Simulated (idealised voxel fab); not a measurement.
Process module under the name voxel self aligned contacts
It is cross-section cut that appears here, measuring 175 nm in width, its square cells being 5 nm in size.
Cross-section format: a grid of square cells, given as bands from top to bottom; each band is one or more rows of cells.
The band entry comprises the height of the band's top followed by the height of its bottom, expressed in nm, and subsequently the band's materials from left to right, each stated together with its width in nm. Where a single material is marked with the word "everywhere", that material fills the band from edge to edge. The word "blank" represents empty space.
For the purposes of this specification, 0 denotes the height below which the wafer in its as-received condition is composed wholly of one material, and the lowermost band, lacking a lower limit, extends downward without end, as expressed in "0 -> down".
You'd read "30..40" like this: the band's top row of cells is as wide as the first number, its bottom row is as wide as the second, and going down, every row changes width by the same amount as the row before did.
The designation "changes: none", where it is given for a processing step, indicates that no cell of the cross-section was altered in the course of that step.
In "Sealed void list" the enclosed voids are listed, meaning empty spaces of 8 cells or larger without any opening to the top. The form is width x height at distance, distance from the left edge, units nm.
Past the settings on a step's line: simulator remark, on that step.
"overlay nm" on a masked step: distance the mask lay right of its planned place, negative for left.
[Set out below are the planned steps of the process]
1,RECEIVE (material Si)
2,CONFORMAL_DEP (material SiO2; thk nm 5)
3,DIRECTIONAL_DEP (material polySi; thk nm 20)
4,DIRECTIONAL_DEP (material SiN; thk nm 20)
5,MASKED_ETCH (tone cover; mask id GATE; width nm 35; pitch nm 65; etch materials SiN; depth nm 20; overlay nm 0)
6,MASKED_ETCH (tone cover; mask id GATE; width nm 35; pitch nm 65; etch materials polySi; depth nm 20; overlay nm 0)
7,CONFORMAL_DEP (material SiN; thk nm 5)
8,DIRECTIONAL_ETCH (etch materials SiN; depth nm 5)
9,FILL_DEP (material SiO2; thk nm 10)
10,CMP (height nm 50)
11,PATTERN (tone open; mask id CONTACT; material resist; width nm 40; thk nm 20; overlay nm 0)
12,DIRECTIONAL_ETCH (etch materials SiO2; depth nm 50)
13,STRIP (etch materials resist)
14,CONFORMAL_DEP (material TiN; thk nm 5)
15,FILL_DEP (material W; thk nm 10)
16,CMP (height nm 50)
17,CONFORMAL_DEP (material SiN; thk nm 5)
[As-received state of the wafer in cross-section, equivalent to post-step 1]
* 0 -> down  Si everywhere
* Sealed void list: none
[Module complete, cross-section. Starting point and plan per above. One mistake made in running the module]
* 55 -> 50  SiN everywhere
* 50 -> 45  70 nm SiO2  10 nm TiN  10 nm W  10 nm TiN  75 nm SiO2
* 45 -> 25  30 nm SiO2  45 nm SiN  5 nm TiN  10 nm W  5 nm TiN  45 nm SiN  35 nm SiO2
* 25 -> 5  30 nm SiO2  5 nm SiN  35 nm polySi  5 nm SiN  5 nm TiN  10 nm W  5 nm TiN  5 nm SiN  35 nm polySi  5 nm SiN  35 nm SiO2
* 5 -> 0  75 nm SiO2  20 nm TiN  80 nm SiO2
* 0 -> down  Si everywhere
* Sealed void list: none
what went wrong: step 11 was not run as planned; what actually ran was PATTERN (tone open; mask id CONTACT; material resist; width nm 30; thk nm 20; overlay nm 0)
